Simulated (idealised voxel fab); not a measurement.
A process module follows: voxel trench capacitor.
Each square cell in cross-section cut measures 5 nm, and the section as a whole is 275 nm wide.
Notation: cross-section as square-cell grid; stated in bands, top first, going down; one or more cell rows per band.
The band entry comprises the height of the band's top followed by the height of its bottom, expressed in nm, and subsequently the band's materials from left to right, each stated together with its width in nm. Where a single material is marked with the word "everywhere", that material fills the band from edge to edge. The word "empty" represents empty space.
Below 0: as-received wafer, all one material; heights counted from there. Lowest band: no bottom, goes on down, written "0 and below".
A width given as "30..40" starts at the first number in the band's top row and ends at the second number in its bottom row, shifting by an equal amount at every step from row to row.
You'll sometimes find "nothing was modified" written for a step, and that's the way of saying that nowhere in the cross-section did a cell change during that step.
Listed in "Closed cavities": every empty space of 8 or more cells without an open way to the top. Form: width x height at distance, the distance being from the left edge, all in nm.
Post-settings text on a step line: simulator's own remark regarding the step.
A step line may carry the setting "overlay nm", which, for steps involving a mask, states the distance by which the mask lay to the right of its intended position; negative values denote displacement to the left.

Planned step list for the process
1) RECEIVE, material Si
2) CONFORMAL_DEP, material SiN, thk nm 10
3) DIRECTIONAL_DEP, material aC, thk nm 10
4) PATTERN, tone open, mask id TRENCH, material resist, width nm 25, pitch nm 40, thk nm 25, overlay nm 0
5) DIRECTIONAL_ETCH, etch materials aC, depth nm 10
6) STRIP, etch materials resist
7) DIRECTIONAL_ETCH, etch materials SiN, depth nm 10
8) DIRECTIONAL_ETCH, etch materials Si, depth nm 30
9) STRIP, etch materials aC
10) CONFORMAL_DEP, material HfO2, thk nm 5
11) CONFORMAL_DEP, material TiN, thk nm 5
12) FILL_DEP, material W, thk nm 10
13) CMP, height nm 10

Received-state cross-section, reflecting completion of step 1
	0 and below: Si everywhere
	Closed cavities: none

Wafer at module end, in section. Began as above, planned as above, run with one mistake
	10 down to 0: 115 of SiN | 5 of HfO2 | 5 of TiN | 5 of W | 5 of TiN | 5 of HfO2 | 15 of SiN | 5 of HfO2 | 5 of TiN | 5 of W | 5 of TiN | 5 of HfO2 | 95 of SiN
	0 down to -20: 115 of Si | 5 of HfO2 | 5 of TiN | 5 of W | 5 of TiN | 5 of HfO2 | 15 of Si | 5 of HfO2 | 5 of TiN | 5 of W | 5 of TiN | 5 of HfO2 | 95 of Si
	-20 down to -25: 115 of Si | 5 of HfO2 | 15 of TiN | 5 of HfO2 | 15 of Si | 5 of HfO2 | 15 of TiN | 5 of HfO2 | 95 of Si
	-25 down to -30: 115 of Si | 25 of HfO2 | 15 of Si | 25 of HfO2 | 95 of Si
	-30 and below: Si everywhere
	Closed cavities: none
what went wrong: step 4 ran with different settings than intended, the actual operation and settings being PATTERN, tone open, mask id TRENCH, material resist, width nm 25, pitch nm 40, thk nm 25, overlay nm 10
